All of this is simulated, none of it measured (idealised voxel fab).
A process module follows: voxel transistor to metal.
Cross-section cut spans 300 nm and uses square cells 5 nm in size.
When this document writes out a cross-section, it uses a grid of square cells and lists it as bands, beginning at the top and moving down, with a band standing for one or more rows of cells. Quick guide to a band line: top height, bottom height (nm) up front; then every material left to right with its width in nm. Only one material and it's marked "all across"? Then it fills the band edge to edge. And "air" just means empty space. Zero point of the height axis is 0; under it, received wafer = one material. Lowest band: continues down indefinitely, "0 -> down". With a width like "30 to 40", each row of cells in the band differs from the next by the same amount, the top row carrying the first number and the bottom row the second. The cross-section has no changed cell in any step marked "nothing was modified". "Sealed cavities" specifies each empty space that is not open to the top and that occupies no fewer than 8 cells, using the form width x height at distance, the distance measured from the left edge and all three quantities in nm. Whatever follows a step's settings on its line is a remark the simulator itself makes about that step. A step's line can hold "overlay nm"; with a mask on that step, the setting says how far right of the planned place the mask lay, while a negative setting says it lay to the left. Before/after cross-section pairs, one process step each; after shown to lowest changed band; step and settings beneath. Pairs may be from different runs of this module on the same starting wafer; a pair continues from the one above only where its "Prior to step" entry says so.
PRIOR TO STEP
> 0 -> down = Si all across
> Sealed cavities: none
SECTION, POST-STEP
> 0 -> -5 = SiO2 all across
> Under -5: no change, same as before.
> Sealed cavities: none
In between the before and after cross-sections above, the step is OXIDIZE with depth nm 5
Prior to step: the state before this step is the cross-section shown after the step in the pair just above.
SECTION, POST-STEP
> 15 -> 0 = SiN all across
> Under 0: no change, same as before.
> Sealed cavities: none
In between the before and after cross-sections above, the step is CONFORMAL_DEP with material SiN, thk nm 15
Prior to step: the state before this step is the cross-section shown after the step in the pair just above.
SECTION, POST-STEP
> 15 -> 0 = air 30 nm, SiN 105 nm, air 25 nm, SiN 105 nm, air 35 nm
> Under 0: no change, same as before.
> Sealed cavities: none
In between the before and after cross-sections above, the step is MASKED_ETCH with tone cover, mask id ACTIVE, width nm 105, pitch nm 130, etch materials SiN, depth nm 15, overlay nm 0
Prior to step: the state before this step is the cross-section shown after the step in the pair just above.
SECTION, POST-STEP
> 15 -> 0 = air 30 nm, SiN 105 nm, air 25 nm, SiN 105 nm, air 35 nm
> 0 -> -5 = air 30 nm, SiO2 105 nm, air 25 nm, SiO2 105 nm, air 35 nm
> Under -5: no change, same as before.
> Sealed cavities: none
In between the before and after cross-sections above, the step is MASKED_ETCH with tone cover, mask id ACTIVE, width nm 105, pitch nm 130, etch materials SiO2, depth nm 5, overlay nm 0
Prior to step: the state before this step is the cross-section shown after the step in the pair just above.
SECTION, POST-STEP
> 15 -> 0 = air 30 nm, SiN 105 nm, air 25 nm, SiN 105 nm, air 35 nm
> 0 -> -5 = air 30 nm, SiO2 105 nm, air 25 nm, SiO2 105 nm, air 35 nm
> -5 -> -25 = air 30 nm, Si 105 nm, air 25 nm, Si 105 nm, air 35 nm
> Under -25: no change, same as before.
> Sealed cavities: none
In between the before and after cross-sections above, the step is MASKED_ETCH with tone cover, mask id ACTIVE, width nm 105, pitch nm 130, etch materials Si, depth nm 20, overlay nm 0
Prior to step: the state before this step is the cross-section shown after the step in the pair just above.
SECTION, POST-STEP
> 25 -> 15 = SiO2 all across
> 15 -> 0 = SiO2 30 nm, SiN 105 nm, SiO2 25 nm, SiN 105 nm, SiO2 35 nm
> 0 -> -5 = SiO2 all across
> -5 -> -25 = SiO2 30 nm, Si 105 nm, SiO2 25 nm, Si 105 nm, SiO2 35 nm
> Under -25: no change, same as before.
> Sealed cavities: none
In between the before and after cross-sections above, the step is FILL_DEP with material SiO2, thk nm 10
Prior to step: the state before this step is the cross-section shown after the step in the pair just above.
SECTION, POST-STEP
> 15 -> 0 = SiO2 30 nm, SiN 105 nm, SiO2 25 nm, SiN 105 nm, SiO2 35 nm
> Under 0: no change, same as before.
> Sealed cavities: none
In between the before and after cross-sections above, the step is CMP with height nm 15
Prior to step: the state before this step is the cross-section shown after the step in the pair just above.
SECTION, POST-STEP
> 15 -> 10 = air 30 nm, SiN 105 nm, air 25 nm, SiN 105 nm, air 35 nm
> Under 10: no change, same as before.
> Sealed cavities: none
In between the before and after cross-sections above, the step is SELECTIVE_ETCH with etch materials SiO2, depth nm 5
Prior to step: the state before this step is the cross-section shown after the step in the pair just above.
SECTION, POST-STEP
> 10 -> 0 = SiO2 30 nm, air 105 nm, SiO2 25 nm, air 105 nm, SiO2 35 nm
> Under 0: no change, same as before.
> Sealed cavities: none
In between the before and after cross-sections above, the step is STRIP with etch materials SiN
Prior to step: the state before this step is the cross-section shown after the step in the pair just above.
SECTION, POST-STEP
> 5 -> -5 = SiO2 25 nm, air 115 nm, SiO2 15 nm, air 115 nm, SiO2 30 nm
> Under -5: no change, same as before.
> Sealed cavities: none
In between the before and after cross-sections above, the step is SELECTIVE_ETCH with etch materials SiO2, depth nm 5
Prior to step: the state before this step is the cross-section shown after the step in the pair just above.
SECTION, POST-STEP
> 5 -> -5 = SiO2 25 nm, air 115 nm, SiO2 15 nm, air 115 nm, SiO2 30 nm
> -5 -> -10 = SiO2 all across
> Under -10: no change, same as before.
> Sealed cavities: none
In between the before and after cross-sections above, the step is OXIDIZE with depth nm 5
Prior to step: the state before this step is the cross-section shown after the step in the pair just above.
SECTION, POST-STEP
> 35 -> 25 = polySi 25 nm, air 115 nm, polySi 15 nm, air 115 nm, polySi 30 nm
> 25 -> 5 = polySi all across
> 5 -> -5 = SiO2 25 nm, polySi 115 nm, SiO2 15 nm, polySi 115 nm, SiO2 30 nm
> Under -5: no change, same as before.
> Sealed cavities: none
In between the before and after cross-sections above, the step is DIRECTIONAL_DEP with material polySi, thk nm 30
Prior to step: the state before this step is the cross-section shown after the step in the pair just above.
SECTION, POST-STEP
> 45 -> 35 = SiCN 25 nm, air 115 nm, SiCN 15 nm, air 115 nm, SiCN 30 nm
> 35 -> 25 = polySi 25 nm, SiCN 115 nm, polySi 15 nm, SiCN 115 nm, polySi 30 nm
> Under 25: no change, same as before.
> Sealed cavities: none
In between the before and after cross-sections above, the step is DIRECTIONAL_DEP with material SiCN, thk nm 10
Prior to step: the state before this step is the cross-section shown after the step in the pair just above.
SECTION, POST-STEP
> 65 -> 45 = air 75 nm, resist 15 nm, air 115 nm, resist 15 nm, air 80 nm
> 45 -> 35 = SiCN 25 nm, air 50 nm, resist 15 nm, air 50 nm, SiCN 15 nm, air 50 nm, resist 15 nm, air 50 nm, SiCN 30 nm
> Under 35: no change, same as before.
> Sealed cavities: none
In between the before and after cross-sections above, the step is PATTERN with tone cover, mask id GATE, material resist, width nm 15, pitch nm 130, thk nm 20, overlay nm 0
Prior to step: the state before this step is the cross-section shown after the step in the pair just above.
SECTION, POST-STEP
> 65 -> 35 = air 75 nm, resist 15 nm, air 115 nm, resist 15 nm, air 80 nm
> 35 -> 25 = polySi 25 nm, air 50 nm, SiCN 15 nm, air 50 nm, polySi 15 nm, air 50 nm, SiCN 15 nm, air 50 nm, polySi 30 nm
> Under 25: no change, same as before.
> Sealed cavities: none
In between the before and after cross-sections above, the step is DIRECTIONAL_ETCH with etch materials SiCN, depth nm 20
Prior to step: the state before this step is the cross-section shown after the step in the pair just above.
SECTION, POST-STEP
> 65 -> 35 = air 75 nm, resist 15 nm, air 115 nm, resist 15 nm, air 80 nm
> 35 -> 25 = air 75 nm, SiCN 15 nm, air 115 nm, SiCN 15 nm, air 80 nm
> 25 -> 5 = air 75 nm, polySi 15 nm, air 115 nm, polySi 15 nm, air 80 nm
> 5 -> -5 = SiO2 25 nm, air 50 nm, polySi 15 nm, air 50 nm, SiO2 15 nm, air 50 nm, polySi 15 nm, air 50 nm, SiO2 30 nm
> Under -5: no change, same as before.
> Sealed cavities: none
In between the before and after cross-sections above, the step is DIRECTIONAL_ETCH with etch materials polySi, depth nm 40
Prior to step: the state before this step is the cross-section shown after the step in the pair just above.
SECTION, POST-STEP
> 35 -> 25 = air 75 nm, SiCN 15 nm, air 115 nm, SiCN 15 nm, air 80 nm
> Under 25: no change, same as before.
> Sealed cavities: none
In between the before and after cross-sections above, the step is STRIP with etch materials resist
Prior to step: the state before this step is the cross-section shown after the step in the pair just above.
SECTION, POST-STEP
> 45 -> 35 = air 65 nm, SiN 35 nm, air 95 nm, SiN 35 nm, air 70 nm
> 35 -> 25 = air 65 nm, SiN 10 nm, SiCN 15 nm, SiN 10 nm, air 95 nm, SiN 10 nm, SiCN 15 nm, SiN 10 nm, air 70 nm
> 25 -> 15 = air 65 nm, SiN 10 nm, polySi 15 nm, SiN 10 nm, air 95 nm, SiN 10 nm, polySi 15 nm, SiN 10 nm, air 70 nm
> 15 -> 5 = SiN 35 nm, air 30 nm, SiN 10 nm, polySi 15 nm, SiN 10 nm, air 30 nm, SiN 35 nm, air 30 nm, SiN 10 nm, polySi 15 nm, SiN 10 nm, air 30 nm, SiN 40 nm
> 5 -> -5 = SiO2 25 nm, SiN 50 nm, polySi 15 nm, SiN 50 nm, SiO2 15 nm, SiN 50 nm, polySi 15 nm, SiN 50 nm, SiO2 30 nm
> Under -5: no change, same as before.
> Sealed cavities: none
In between the before and after cross-sections above, the step is CONFORMAL_DEP with material SiN, thk nm 10
Prior to step: the state before this step is the cross-section shown after the step in the pair just above.
SECTION, POST-STEP
> 35 -> 25 = air 65 nm, SiN 10 nm, SiCN 15 nm, SiN 10 nm, air 95 nm, SiN 10 nm, SiCN 15 nm, SiN 10 nm, air 70 nm
> 25 -> 5 = air 65 nm, SiN 10 nm, polySi 15 nm, SiN 10 nm, air 95 nm, SiN 10 nm, polySi 15 nm, SiN 10 nm, air 70 nm
> 5 -> -5 = SiO2 25 nm, SiN 10 nm, air 30 nm, SiN 10 nm, polySi 15 nm, SiN 10 nm, air 30 nm, SiN 10 nm, SiO2 15 nm, SiN 10 nm, air 30 nm, SiN 10 nm, polySi 15 nm, SiN 10 nm, air 30 nm, SiN 10 nm, SiO2 30 nm
> Under -5: no change, same as before.
> Sealed cavities: none
In between the before and after cross-sections above, the step is DIRECTIONAL_ETCH with etch materials SiN, depth nm 10
Prior to step: the state before this step is the cross-section shown after the step in the pair just above.
SECTION, POST-STEP
> 35 -> 25 = air 65 nm, SiN 10 nm, SiCN 15 nm, SiN 10 nm, air 95 nm, SiN 10 nm, SiCN 15 nm, SiN 10 nm, air 70 nm
> 25 -> 5 = air 65 nm, SiN 10 nm, polySi 15 nm, SiN 10 nm, air 95 nm, SiN 10 nm, polySi 15 nm, SiN 10 nm, air 70 nm
> 5 -> 0 = air 25 nm, SiN 10 nm, air 30 nm, SiN 10 nm, polySi 15 nm, SiN 10 nm, air 30 nm, SiN 10 nm, air 15 nm, SiN 10 nm, air 30 nm, SiN 10 nm, polySi 15 nm, SiN 10 nm, air 30 nm, SiN 10 nm, air 30 nm
> 0 -> -5 = SiO2 25 nm, SiN 10 nm, air 30 nm, SiN 10 nm, polySi 15 nm, SiN 10 nm, air 30 nm, SiN 10 nm, SiO2 15 nm, SiN 10 nm, air 30 nm, SiN 10 nm, polySi 15 nm, SiN 10 nm, air 30 nm, SiN 10 nm, SiO2 30 nm
> -5 -> -10 = SiO2 35 nm, air 30 nm, SiO2 35 nm, air 30 nm, SiO2 35 nm, air 30 nm, SiO2 35 nm, air 30 nm, SiO2 40 nm
> Under -10: no change, same as before.
> Sealed cavities: none
In between the before and after cross-sections above, the step is DIRECTIONAL_ETCH with etch materials SiO2, depth nm 5
Prior to step: the state before this step is the cross-section shown after the step in the pair just above.
SECTION, POST-STEP
> 35 -> 25 = air 65 nm, SiN 10 nm, SiCN 15 nm, SiN 10 nm, air 95 nm, SiN 10 nm, SiCN 15 nm, SiN 10 nm, air 70 nm
> 25 -> 5 = air 65 nm, SiN 10 nm, polySi 15 nm, SiN 10 nm, air 95 nm, SiN 10 nm, polySi 15 nm, SiN 10 nm, air 70 nm
> 5 -> 0 = air 25 nm, SiN 10 nm, air 30 nm, SiN 10 nm, polySi 15 nm, SiN 10 nm, air 30 nm, SiN 10 nm, air 15 nm, SiN 10 nm, air 30 nm, SiN 10 nm, polySi 15 nm, SiN 10 nm, air 30 nm, SiN 10 nm, air 30 nm
> 0 -> -5 = SiO2 25 nm, SiN 10 nm, air 30 nm, SiN 10 nm, polySi 15 nm, SiN 10 nm, air 30 nm, SiN 10 nm, SiO2 15 nm, SiN 10 nm, air 30 nm, SiN 10 nm, polySi 15 nm, SiN 10 nm, air 30 nm, SiN 10 nm, SiO2 30 nm
> -5 -> -10 = SiO2 35 nm, air 30 nm, SiO2 35 nm, air 30 nm, SiO2 35 nm, air 30 nm, SiO2 35 nm, air 30 nm, SiO2 40 nm
> -10 -> -20 = SiO2 30 nm, Si 5 nm, air 30 nm, Si 35 nm, air 30 nm, Si 5 nm, SiO2 25 nm, Si 5 nm, air 30 nm, Si 35 nm, air 30 nm, Si 5 nm, SiO2 35 nm
> Under -20: no change, same as before.
> Sealed cavities: none
In between the before and after cross-sections above, the step is DIRECTIONAL_ETCH with etch materials Si, depth nm 10
Prior to step: the state before this step is the cross-section shown after the step in the pair just above.
SECTION, POST-STEP
> 35 -> 25 = air 65 nm, SiN 10 nm, SiCN 15 nm, SiN 10 nm, air 95 nm, SiN 10 nm, SiCN 15 nm, SiN 10 nm, air 70 nm
> 25 -> 5 = air 65 nm, SiN 10 nm, polySi 15 nm, SiN 10 nm, air 95 nm, SiN 10 nm, polySi 15 nm, SiN 10 nm, air 70 nm
> 5 -> 0 = air 25 nm, SiN 10 nm, SiGe 30 nm, SiN 10 nm, polySi 15 nm, SiN 10 nm, SiGe 30 nm, SiN 10 nm, air 15 nm, SiN 10 nm, SiGe 30 nm, SiN 10 nm, polySi 15 nm, SiN 10 nm, SiGe 30 nm, SiN 10 nm, air 30 nm
> 0 -> -5 = SiO2 25 nm, SiN 10 nm, SiGe 30 nm, SiN 10 nm, polySi 15 nm, SiN 10 nm, SiGe 30 nm, SiN 10 nm, SiO2 15 nm, SiN 10 nm, SiGe 30 nm, SiN 10 nm, polySi 15 nm, SiN 10 nm, SiGe 30 nm, SiN 10 nm, SiO2 30 nm
> -5 -> -10 = SiO2 35 nm, SiGe 30 nm, SiO2 35 nm, SiGe 30 nm, SiO2 35 nm, SiGe 30 nm, SiO2 35 nm, SiGe 30 nm, SiO2 40 nm
> -10 -> -20 = SiO2 30 nm, Si 5 nm, SiGe 30 nm, Si 35 nm, SiGe 30 nm, Si 5 nm, SiO2 25 nm, Si 5 nm, SiGe 30 nm, Si 35 nm, SiGe 30 nm, Si 5 nm, SiO2 35 nm
> Under -20: no change, same as before.
> Sealed cavities: none
In between the before and after cross-sections above, the step is EPI with material SiGe, thk nm 15
Prior to step: the state before this step is the cross-section shown after the step in the pair just above.
SECTION, POST-STEP
> 45 -> 35 = SiO2 all across
> 35 -> 25 = SiO2 65 nm, SiN 10 nm, SiCN 15 nm, SiN 10 nm, SiO2 95 nm, SiN 10 nm, SiCN 15 nm, SiN 10 nm, SiO2 70 nm
> 25 -> 5 = SiO2 65 nm, SiN 10 nm, polySi 15 nm, SiN 10 nm, SiO2 95 nm, SiN 10 nm, polySi 15 nm, SiN 10 nm, SiO2 70 nm
> 5 -> -5 = SiO2 25 nm, SiN 10 nm, SiGe 30 nm, SiN 10 nm, polySi 15 nm, SiN 10 nm, SiGe 30 nm, SiN 10 nm, SiO2 15 nm, SiN 10 nm, SiGe 30 nm, SiN 10 nm, polySi 15 nm, SiN 10 nm, SiGe 30 nm, SiN 10 nm, SiO2 30 nm
> Under -5: no change, same as before.
> Sealed cavities: none
In between the before and after cross-sections above, the step is FILL_DEP with material SiO2, thk nm 10
Prior to step: the state before this step is the cross-section shown after the step in the pair just above.
SECTION, POST-STEP
> 35 -> 25 = SiO2 65 nm, SiN 10 nm, SiCN 15 nm, SiN 10 nm, SiO2 95 nm, SiN 10 nm, SiCN 15 nm, SiN 10 nm, SiO2 70 nm
> Under 25: no change, same as before.
> Sealed cavities: none
In between the before and after cross-sections above, the step is CMP with height nm 35
Prior to step: the state before this step is the cross-section shown after the step in the pair just above.
SECTION, POST-STEP
> 50 -> 35 = SiO2 all across
> Under 35: no change, same as before.
> Sealed cavities: none
In between the before and after cross-sections above, the step is DIRECTIONAL_DEP with material SiO2, thk nm 15
Prior to step: the state before this step is the cross-section shown after the step in the pair just above.
SECTION, POST-STEP
> 70 -> 50 = resist 35 nm, air 20 nm, resist 55 nm, air 20 nm, resist 35 nm, air 20 nm, resist 55 nm, air 20 nm, resist 40 nm
> Under 50: no change, same as before.
> Sealed cavities: none
In between the before and after cross-sections above, the step is PATTERN with tone open, mask id CONTACT, material resist, width nm 20, thk nm 20, overlay nm 0
Prior to step: the state before this step is the cross-section shown after the step in the pair just above.
SECTION, POST-STEP
> 70 -> 50 = resist 35 nm, air 20 nm, resist 55 nm, air 20 nm, resist 35 nm, air 20 nm, resist 55 nm, air 20 nm, resist 40 nm
> 50 -> 35 = SiO2 35 nm, air 20 nm, SiO2 55 nm, air 20 nm, SiO2 35 nm, air 20 nm, SiO2 55 nm, air 20 nm, SiO2 40 nm
> 35 -> 25 = SiO2 35 nm, air 20 nm, SiO2 10 nm, SiN 10 nm, SiCN 15 nm, SiN 10 nm, SiO2 10 nm, air 20 nm, SiO2 35 nm, air 20 nm, SiO2 10 nm, SiN 10 nm, SiCN 15 nm, SiN 10 nm, SiO2 10 nm, air 20 nm, SiO2 40 nm
> 25 -> 5 = SiO2 35 nm, air 20 nm, SiO2 10 nm, SiN 10 nm, polySi 15 nm, SiN 10 nm, SiO2 10 nm, air 20 nm, SiO2 35 nm, air 20 nm, SiO2 10 nm, SiN 10 nm, polySi 15 nm, SiN 10 nm, SiO2 10 nm, air 20 nm, SiO2 40 nm
> Under 5: no change, same as before.
> Sealed cavities: none
In between the before and after cross-sections above, the step is DIRECTIONAL_ETCH with etch materials SiO2, depth nm 45
Prior to step: the state before this step is the cross-section shown after the step in the pair just above.
SECTION, POST-STEP
> 50 -> 35 = SiO2 35 nm, air 20 nm, SiO2 55 nm, air 20 nm, SiO2 35 nm, air 20 nm, SiO2 55 nm, air 20 nm, SiO2 40 nm
> Under 35: no change, same as before.
> Sealed cavities: none
In between the before and after cross-sections above, the step is STRIP with etch materials resist
Prior to step: the state before this step is the cross-section shown after the step in the pair just above.
SECTION, POST-STEP
> 55 -> 50 = TiN 40 nm, air 10 nm, TiN 65 nm, air 10 nm, TiN 45 nm, air 10 nm, TiN 65 nm, air 10 nm, TiN 45 nm
> 50 -> 35 = SiO2 35 nm, TiN 5 nm, air 10 nm, TiN 5 nm, SiO2 55 nm, TiN 5 nm, air 10 nm, TiN 5 nm, SiO2 35 nm, TiN 5 nm, air 10 nm, TiN 5 nm, SiO2 55 nm, TiN 5 nm, air 10 nm, TiN 5 nm, SiO2 40 nm
> 35 -> 25 = SiO2 35 nm, TiN 5 nm, air 10 nm, TiN 5 nm, SiO2 10 nm, SiN 10 nm, SiCN 15 nm, SiN 10 nm, SiO2 10 nm, TiN 5 nm, air 10 nm, TiN 5 nm, SiO2 35 nm, TiN 5 nm, air 10 nm, TiN 5 nm, SiO2 10 nm, SiN 10 nm, SiCN 15 nm, SiN 10 nm, SiO2 10 nm, TiN 5 nm, air 10 nm, TiN 5 nm, SiO2 40 nm
> 25 -> 10 = SiO2 35 nm, TiN 5 nm, air 10 nm, TiN 5 nm, SiO2 10 nm, SiN 10 nm, polySi 15 nm, SiN 10 nm, SiO2 10 nm, TiN 5 nm, air 10 nm, TiN 5 nm, SiO2 35 nm, TiN 5 nm, air 10 nm, TiN 5 nm, SiO2 10 nm, SiN 10 nm, polySi 15 nm, SiN 10 nm, SiO2 10 nm, TiN 5 nm, air 10 nm, TiN 5 nm, SiO2 40 nm
> 10 -> 5 = SiO2 35 nm, TiN 20 nm, SiO2 10 nm, SiN 10 nm, polySi 15 nm, SiN 10 nm, SiO2 10 nm, TiN 20 nm, SiO2 35 nm, TiN 20 nm, SiO2 10 nm, SiN 10 nm, polySi 15 nm, SiN 10 nm, SiO2 10 nm, TiN 20 nm, SiO2 40 nm
> Under 5: no change, same as before.
> Sealed cavities: none
In between the before and after cross-sections above, the step is CONFORMAL_DEP with material TiN, thk nm 5
Prior to step: the state before this step is the cross-section shown after the step in the pair just above.
SECTION, POST-STEP
> 60 -> 55 = W all across
> 55 -> 50 = TiN 40 nm, W 10 nm, TiN 65 nm, W 10 nm, TiN 45 nm, W 10 nm, TiN 65 nm, W 10 nm, TiN 45 nm
> 50 -> 35 = SiO2 35 nm, TiN 5 nm, W 10 nm, TiN 5 nm, SiO2 55 nm, TiN 5 nm, W 10 nm, TiN 5 nm, SiO2 35 nm, TiN 5 nm, W 10 nm, TiN 5 nm, SiO2 55 nm, TiN 5 nm, W 10 nm, TiN 5 nm, SiO2 40 nm
> 35 -> 25 = SiO2 35 nm, TiN 5 nm, W 10 nm, TiN 5 nm, SiO2 10 nm, SiN 10 nm, SiCN 15 nm, SiN 10 nm, SiO2 10 nm, TiN 5 nm, W 10 nm, TiN 5 nm, SiO2 35 nm, TiN 5 nm, W 10 nm, TiN 5 nm, SiO2 10 nm, SiN 10 nm, SiCN 15 nm, SiN 10 nm, SiO2 10 nm, TiN 5 nm, W 10 nm, TiN 5 nm, SiO2 40 nm
> 25 -> 10 = SiO2 35 nm, TiN 5 nm, W 10 nm, TiN 5 nm, SiO2 10 nm, SiN 10 nm, polySi 15 nm, SiN 10 nm, SiO2 10 nm, TiN 5 nm, W 10 nm, TiN 5 nm, SiO2 35 nm, TiN 5 nm, W 10 nm, TiN 5 nm, SiO2 10 nm, SiN 10 nm, polySi 15 nm, SiN 10 nm, SiO2 10 nm, TiN 5 nm, W 10 nm, TiN 5 nm, SiO2 40 nm
> Under 10: no change, same as before.
> Sealed cavities: none
In between the before and after cross-sections above, the step is FILL_DEP with material W, thk nm 5
Prior to step: the state before this step is the cross-section shown after the step in the pair just above.
SECTION, POST-STEP
> 50 -> 35 = SiO2 35 nm, TiN 5 nm, W 10 nm, TiN 5 nm, SiO2 55 nm, TiN 5 nm, W 10 nm, TiN 5 nm, SiO2 35 nm, TiN 5 nm, W 10 nm, TiN 5 nm, SiO2 55 nm, TiN 5 nm, W 10 nm, TiN 5 nm, SiO2 40 nm
> Under 35: no change, same as before.
> Sealed cavities: none
In between the before and after cross-sections above, the step is CMP with height nm 50
Prior to step: the state before this step is the cross-section shown after the step in the pair just above.
SECTION, POST-STEP
> 55 -> 50 = TiN all across
> Under 50: no change, same as before.
> Sealed cavities: none
In between the before and after cross-sections above, the step is DIRECTIONAL_DEP with material TiN, thk nm 5
Prior to step: the state before this step is the cross-section shown after the step in the pair just above.
SECTION, POST-STEP
> 75 -> 55 = W all across
> Under 55: no change, same as before.
> Sealed cavities: none
In between the before and after cross-sections above, the step is DIRECTIONAL_DEP with material W, thk nm 20
Prior to step: the state before this step is the cross-section shown after the step in the pair just above.
SECTION, POST-STEP
> 75 -> 55 = air 35 nm, W 20 nm, air 55 nm, W 20 nm, air 35 nm, W 20 nm, air 55 nm, W 20 nm, air 40 nm
> Under 55: no change, same as before.
> Sealed cavities: none
In between the before and after cross-sections above, the step is MASKED_ETCH with tone cover, mask id METAL_1, width nm 20, etch materials W, depth nm 20, overlay nm 0
Prior to step: the state before this step is the cross-section shown after the step in the pair just above.
SECTION, POST-STEP
> 75 -> 55 = air 35 nm, W 20 nm, air 55 nm, W 20 nm, air 35 nm, W 20 nm, air 55 nm, W 20 nm, air 40 nm
> 55 -> 50 = air 35 nm, TiN 20 nm, air 55 nm, TiN 20 nm, air 35 nm, TiN 20 nm, air 55 nm, TiN 20 nm, air 40 nm
> Under 50: no change, same as before.
> Sealed cavities: none
In between the before and after cross-sections above, the step is MASKED_ETCH with tone cover, mask id METAL_1, width nm 20, etch materials TiN, depth nm 5, overlay nm 0
Prior to step: the state before this step is the cross-section shown after the step in the pair just above.
SECTION, POST-STEP
> 80 -> 75 = SiO2 all across
> 75 -> 55 = SiO2 35 nm, W 20 nm, SiO2 55 nm, W 20 nm, SiO2 35 nm, W 20 nm, SiO2 55 nm, W 20 nm, SiO2 40 nm
> 55 -> 50 = SiO2 35 nm, TiN 20 nm, SiO2 55 nm, TiN 20 nm, SiO2 35 nm, TiN 20 nm, SiO2 55 nm, TiN 20 nm, SiO2 40 nm
> Under 50: no change, same as before.
> Sealed cavities: none
In between the before and after cross-sections above, the step is FILL_DEP with material SiO2, thk nm 5
Prior to step: the state before this step is the cross-section shown after the step in the pair just above.
SECTION, POST-STEP
> 75 -> 55 = SiO2 35 nm, W 20 nm, SiO2 55 nm, W 20 nm, SiO2 35 nm, W 20 nm, SiO2 55 nm, W 20 nm, SiO2 40 nm
> Under 55: no change, same as before.
> Sealed cavities: none
In between the before and after cross-sections above, the step is CMP with height nm 75
Prior to step: the state before this step is the cross-section shown after the step in the pair just above.
SECTION, POST-STEP
> 80 -> 75 = SiCN all across
> Under 75: no change, same as before.
> Sealed cavities: none
In between the before and after cross-sections above, the step is CONFORMAL_DEP with material SiCN, thk nm 5
Prior to step: the state before this step is the cross-section shown after the step in the pair just above.
SECTION, POST-STEP
> 110 -> 80 = lowk all across
> Under 80: no change, same as before.
> Sealed cavities: none
In between the before and after cross-sections above, the step is DIRECTIONAL_DEP with material lowk, thk nm 30
Prior to step: the state before this step is the cross-section shown after the step in the pair just above.
SECTION, POST-STEP
> 120 -> 110 = aC all across
> Under 110: no change, same as before.
> Sealed cavities: none
In between the before and after cross-sections above, the step is DIRECTIONAL_DEP with material aC, thk nm 10
Prior to step: the state before this step is the cross-section shown after the step in the pair just above.
SECTION, POST-STEP
> 150 -> 120 = resist 35 nm, air 20 nm, resist 110 nm, air 20 nm, resist 115 nm
> Under 120: no change, same as before.
> Sealed cavities: none
In between the before and after cross-sections above, the step is PATTERN with tone open, mask id METAL_2, material resist, width nm 20, pitch nm 130, thk nm 30, overlay nm 0
Prior to step: the state before this step is the cross-section shown after the step in the pair just above.
SECTION, POST-STEP
> 140 -> 120 = resist 35 nm, air 20 nm, resist 110 nm, air 20 nm, resist 115 nm
> 120 -> 110 = aC 35 nm, air 20 nm, aC 110 nm, air 20 nm, aC 115 nm
> Under 110: no change, same as before.
> Sealed cavities: none
In between the before and after cross-sections above, the step is DIRECTIONAL_ETCH with etch materials aC, depth nm 10
Prior to step: the state before this step is the cross-section shown after the step in the pair just above.
SECTION, POST-STEP
> 120 -> 110 = aC 35 nm, air 20 nm, aC 110 nm, air 20 nm, aC 115 nm
> Under 110: no change, same as before.
> Sealed cavities: none
In between the before and after cross-sections above, the step is STRIP with etch materials resist
Prior to step: the state before this step is the cross-section shown after the step in the pair just above.
SECTION, POST-STEP
> 120 -> 110 = aC 35 nm, air 20 nm, aC 110 nm, air 20 nm, aC 115 nm
> 110 -> 95 = lowk 35 nm, air 20 nm, lowk 110 nm, air 20 nm, lowk 115 nm
> Under 95: no change, same as before.
> Sealed cavities: none
In between the before and after cross-sections above, the step is DIRECTIONAL_ETCH with etch materials lowk, depth nm 15
Prior to step: the state before this step is the cross-section shown after the step in the pair just above.
SECTION, POST-STEP
> 110 -> 95 = lowk 35 nm, air 20 nm, lowk 110 nm, air 20 nm, lowk 115 nm
> Under 95: no change, same as before.
> Sealed cavities: none
In between the before and after cross-sections above, the step is STRIP with etch materials aC
Prior to step: the state before this step is the cross-section shown after the step in the pair just above.
SECTION, POST-STEP
> 120 -> 110 = aC 35 nm, air 20 nm, aC 110 nm, air 20 nm, aC 115 nm
> 110 -> 105 = lowk 35 nm, air 20 nm, lowk 110 nm, air 20 nm, lowk 115 nm
> 105 -> 95 = lowk 35 nm, aC 20 nm, lowk 110 nm, aC 20 nm, lowk 115 nm
> Under 95: no change, same as before.
> Sealed cavities: none
In between the before and after cross-sections above, the step is DIRECTIONAL_DEP with material aC, thk nm 10
Prior to step: the state before this step is the cross-section shown after the step in the pair just above.
SECTION, POST-STEP
> 145 -> 120 = resist 35 nm, air 15 nm, resist 115 nm, air 15 nm, resist 120 nm
> 120 -> 110 = aC 35 nm, air 15 nm, resist 5 nm, aC 110 nm, air 15 nm, resist 5 nm, aC 115 nm
> 110 -> 105 = lowk 35 nm, air 15 nm, resist 5 nm, lowk 110 nm, air 15 nm, resist 5 nm, lowk 115 nm
> Under 105: no change, same as before.
> Sealed cavities: none
In between the before and after cross-sections above, the step is PATTERN with tone open, mask id METAL_2_HOLES, material resist, width nm 15, pitch nm 130, thk nm 25, overlay nm 0
Prior to step: the state before this step is the cross-section shown after the step in the pair just above.
SECTION, POST-STEP
> 135 -> 120 = resist 35 nm, air 15 nm, resist 115 nm, air 15 nm, resist 120 nm
> 120 -> 110 = aC 35 nm, air 15 nm, resist 5 nm, aC 110 nm, air 15 nm, resist 5 nm, aC 115 nm
> 110 -> 105 = lowk 35 nm, air 15 nm, resist 5 nm, lowk 110 nm, air 15 nm, resist 5 nm, lowk 115 nm
> 105 -> 95 = lowk 35 nm, air 15 nm, aC 5 nm, lowk 110 nm, air 15 nm, aC 5 nm, lowk 115 nm
> Under 95: no change, same as before.
> Sealed cavities: none
In between the before and after cross-sections above, the step is DIRECTIONAL_ETCH with etch materials aC, depth nm 10
Prior to step: the state before this step is the cross-section shown after the step in the pair just above.
SECTION, POST-STEP
> 120 -> 110 = aC 35 nm, air 20 nm, aC 110 nm, air 20 nm, aC 115 nm
> 110 -> 105 = lowk 35 nm, air 20 nm, lowk 110 nm, air 20 nm, lowk 115 nm
> Under 105: no change, same as before.
> Sealed cavities: none
In between the before and after cross-sections above, the step is STRIP with etch materials resist
Prior to step: the state before this step is the cross-section shown after the step in the pair just above.
SECTION, POST-STEP
> 120 -> 110 = aC 35 nm, air 20 nm, aC 110 nm, air 20 nm, aC 115 nm
> 110 -> 105 = lowk 35 nm, air 20 nm, lowk 110 nm, air 20 nm, lowk 115 nm
> 105 -> 95 = lowk 35 nm, air 15 nm, aC 5 nm, lowk 110 nm, air 15 nm, aC 5 nm, lowk 115 nm
> 95 -> 80 = lowk 35 nm, air 15 nm, lowk 115 nm, air 15 nm, lowk 120 nm
> Under 80: no change, same as before.
> Sealed cavities: none
In between the before and after cross-sections above, the step is DIRECTIONAL_ETCH with etch materials lowk, depth nm 15
